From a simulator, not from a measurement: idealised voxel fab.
Presented below is a process module, voxel gate over fins.
Cross-section cut: width 270 nm, square cells of 5 nm.
Cross-section, as written here: a square-cell grid given band by band from the top down, where a band holds one or more rows of cells.
Band entry format. Leading values: height of top, height of bottom, nm. Remainder: materials in left-to-right order, each with its width in nm. Special words: "all across" on a single material, which then fills the band edge to edge; "air", empty space.
All heights in this document are referenced to 0, defined as the level beneath which the wafer, as received, consists entirely of one material. The lowest band is not bounded below; it extends indefinitely downward and is written in the form "z 0 and below".
A width given as "30 to 40" starts at the first number in the band's top row and ends at the second number in its bottom row, shifting by an equal amount at every step from row to row.
The designation "no modifications", where it is given for a processing step, indicates that no cell of the cross-section was altered in the course of that step.
So "Closed voids list" is basically the list of trapped voids: any empty space of 8 cells or more that can't reach the top through an opening. They're written width x height at distance, the distance being from the left edge, and it's all nm.
It should be noted that, on the line of a given step, the content following the step's settings is a remark produced by the simulator itself with respect to that step.
overlay nm: how far to the right of its planned place the mask lay on this masked step (negative: to the left).

Set out below are the planned steps of the process
1: RECEIVE with material Si
2: CONFORMAL_DEP with material SiN, thk nm 5
3: MASKED_ETCH with tone cover, mask id FINS, width nm 15, pitch nm 55, etch materials SiN, depth nm 5, overlay nm 0
4: MASKED_ETCH with tone cover, mask id FINS, width nm 15, pitch nm 55, etch materials Si, depth nm 30, overlay nm 0
5: FILL_DEP with material SiO2, thk nm 15
6: CMP with height nm 5
7: DIRECTIONAL_DEP with material aC, thk nm 15
8: PATTERN with tone open, mask id RAIL, material resist, width nm 15, thk nm 35, overlay nm -15
9: DIRECTIONAL_ETCH with etch materials aC, depth nm 15
10: STRIP with etch materials resist
11: DIRECTIONAL_ETCH with etch materials SiO2, depth nm 30
12: STRIP with etch materials aC
13: CONFORMAL_DEP with material TiN, thk nm 5
14: FILL_DEP with material Ru, thk nm 5
15: CMP with height nm 5
16: SELECTIVE_ETCH with etch materials W Ru TiN, depth nm 25
17: FILL_DEP with material SiO2, thk nm 5
18: CMP with height nm 5
19: SELECTIVE_ETCH with etch materials SiO2, depth nm 20
20: STRIP with etch materials SiN
21: CONFORMAL_DEP with material HfO2, thk nm 5
22: CONFORMAL_DEP with material TiN, thk nm 5
23: FILL_DEP with material W, thk nm 10
24: CMP with height nm 15
25: CONFORMAL_DEP with material SiN, thk nm 10
Split variable: overlay nm, step 8. Plan value = first wafer. Wafers start alike.

Received wafers, first of several: cross-section after step 1
    z 0 and below  Si all across
    Closed voids list: none

Cross-section of the first of several wafers once the module has run through its last step, step 25
    z 25 to 15  SiN all across
    z 15 to 10  W all across
    z 10 to 5  90 W | 35 TiN | 20 W | 35 TiN | 90 W
    z 5 to 0  90 W | 5 TiN | 25 HfO2 | 5 TiN | 20 W | 5 TiN | 25 HfO2 | 5 TiN | 90 W
    z 0 to -5  90 W | 5 TiN | 5 HfO2 | 15 Si | 5 HfO2 | 5 TiN | 20 W | 5 TiN | 5 HfO2 | 15 Si | 5 HfO2 | 5 TiN | 90 W
    z -5 to -10  95 TiN | 5 HfO2 | 15 Si | 5 HfO2 | 30 TiN | 5 HfO2 | 15 Si | 5 HfO2 | 95 TiN
    z -10 to -15  100 HfO2 | 15 Si | 40 HfO2 | 15 Si | 100 HfO2
    z -15 to -20  100 SiO2 | 15 Si | 40 SiO2 | 15 Si | 100 SiO2
    z -20 to -25  100 SiO2 | 15 Si | 10 TiN | 30 SiO2 | 15 Si | 100 SiO2
    z -25 to -30  100 SiO2 | 15 Si | 40 SiO2 | 15 Si | 100 SiO2
    z -30 and below  Si all across
    Closed voids list: none

Last wafer, end of module, cross-section
    z 25 to 15  SiN all across
    z 15 to 10  W all across
    z 10 to 5  90 W | 35 TiN | 20 W | 35 TiN | 90 W
    z 5 to 0  90 W | 5 TiN | 25 HfO2 | 5 TiN | 20 W | 5 TiN | 25 HfO2 | 5 TiN | 90 W
    z 0 to -5  90 W | 5 TiN | 5 HfO2 | 15 Si | 5 HfO2 | 5 TiN | 20 W | 5 TiN | 5 HfO2 | 15 Si | 5 HfO2 | 5 TiN | 90 W
    z -5 to -10  95 TiN | 5 HfO2 | 15 Si | 5 HfO2 | 30 TiN | 5 HfO2 | 15 Si | 5 HfO2 | 95 TiN
    z -10 to -15  100 HfO2 | 15 Si | 40 HfO2 | 15 Si | 100 HfO2
    z -15 to -20  100 SiO2 | 15 Si | 40 SiO2 | 15 Si | 100 SiO2
    z -20 to -25  100 SiO2 | 15 Si | 25 SiO2 | 15 TiN | 15 Si | 100 SiO2
    z -25 to -30  100 SiO2 | 15 Si | 40 SiO2 | 15 Si | 100 SiO2
    z -30 and below  Si all across
    Closed voids list: none

Per-wafer rows below. For each material: cells gained (+) or lost (-) since the wafer was received, as of end of module. Then: closed voids
overlay nm -15 | +66 HfO2 | -288 Si | +108 SiN | +142 SiO2 | +68 TiN | +174 W | Closed voids list: none
overlay nm -10 | +66 HfO2 | -288 Si | +108 SiN | +141 SiO2 | +69 TiN | +174 W | Closed voids list: none
overlay nm -5 | +66 HfO2 | -288 Si | +108 SiN | +141 SiO2 | +69 TiN | +174 W | Closed voids list: none
overlay nm 0 | +66 HfO2 | -288 Si | +108 SiN | +141 SiO2 | +69 TiN | +174 W | Closed voids list: none
overlay nm 5 | +66 HfO2 | -288 Si | +108 SiN | +141 SiO2 | +69 TiN | +174 W | Closed voids list: none
overlay nm 10 | +66 HfO2 | -288 Si | +108 SiN | +141 SiO2 | +69 TiN | +174 W | Closed voids list: none
overlay nm 15 | +66 HfO2 | -288 Si | +108 SiN | +141 SiO2 | +69 TiN | +174 W | Closed voids list: none
